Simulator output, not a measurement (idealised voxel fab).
process module | voxel tone inversion
cross-section cut | 240 nm wide | cells 5 nm
A cross-section is a grid of square cells, given in bands from the top down. A band is one or more rows of cells.
Each band's line starts with the height of the band's top and of its bottom, in nm. Then come its materials from left to right, each with its width in nm. One material with "throughout" fills the band from edge to edge. "air" is empty space.
Height 0 is the level under which the wafer as received is all one material. The lowest band goes on downwards, as in "0 down".
A width such as "30 to 40" changes by the same amount from each row of cells to the next, from the band's top row to its bottom row.
"no change" after a step means that no cell of the cross-section changed.
closed voids: empty space of 8 cells or more with no open way to the top, each as width x height at its distance from the left edge, in nm
after a step's settings: what the simulator itself notes on the step
overlay nm, on a step with a mask: how far to the right of its planned place the mask lay; to the left if negative
plan
1 op RECEIVE | material Si
2 op CONFORMAL_DEP | material SiN | thk nm 10
3 op DIRECTIONAL_DEP | material aC | thk nm 15
4 op PATTERN | tone cover | mask id POSTS | material resist | width nm 25 | pitch nm 40 | thk nm 25 | overlay nm -15
5 op DIRECTIONAL_ETCH | etch materials aC | depth nm 15
6 op STRIP | etch materials resist
7 op FILL_DEP | material lowk | thk nm 5
8 op CMP | height nm 25
9 op STRIP | etch materials aC
10 op CONFORMAL_DEP | material TiN | thk nm 5
11 op FILL_DEP | material Cu | thk nm 5
12 op CMP | height nm 25
13 op CONFORMAL_DEP | material SiN | thk nm 5
varied across the wafers: overlay nm of step 4. The plan shows the first wafer's value. All wafers start alike
first wafer as received, after step 1
  0 down: Si throughout
  closed voids: none
each wafer at the end: cells of each material gained (+) or lost (-) since it was received, then its closed voids
overlay nm -15 | +18 Cu | +144 SiN | +27 TiN | +99 lowk | closed voids: none
overlay nm -10 | +18 Cu | +144 SiN | +27 TiN | +99 lowk | closed voids: none
overlay nm -5 | +18 Cu | +144 SiN | +27 TiN | +99 lowk | closed voids: none
overlay nm 0 | +18 Cu | +144 SiN | +27 TiN | +99 lowk | closed voids: none
overlay nm 5 | +18 Cu | +144 SiN | +27 TiN | +99 lowk | closed voids: none
overlay nm 10 | +18 Cu | +144 SiN | +27 TiN | +99 lowk | closed voids: none
overlay nm 15 | +18 Cu | +144 SiN | +27 TiN | +99 lowk | closed voids: none
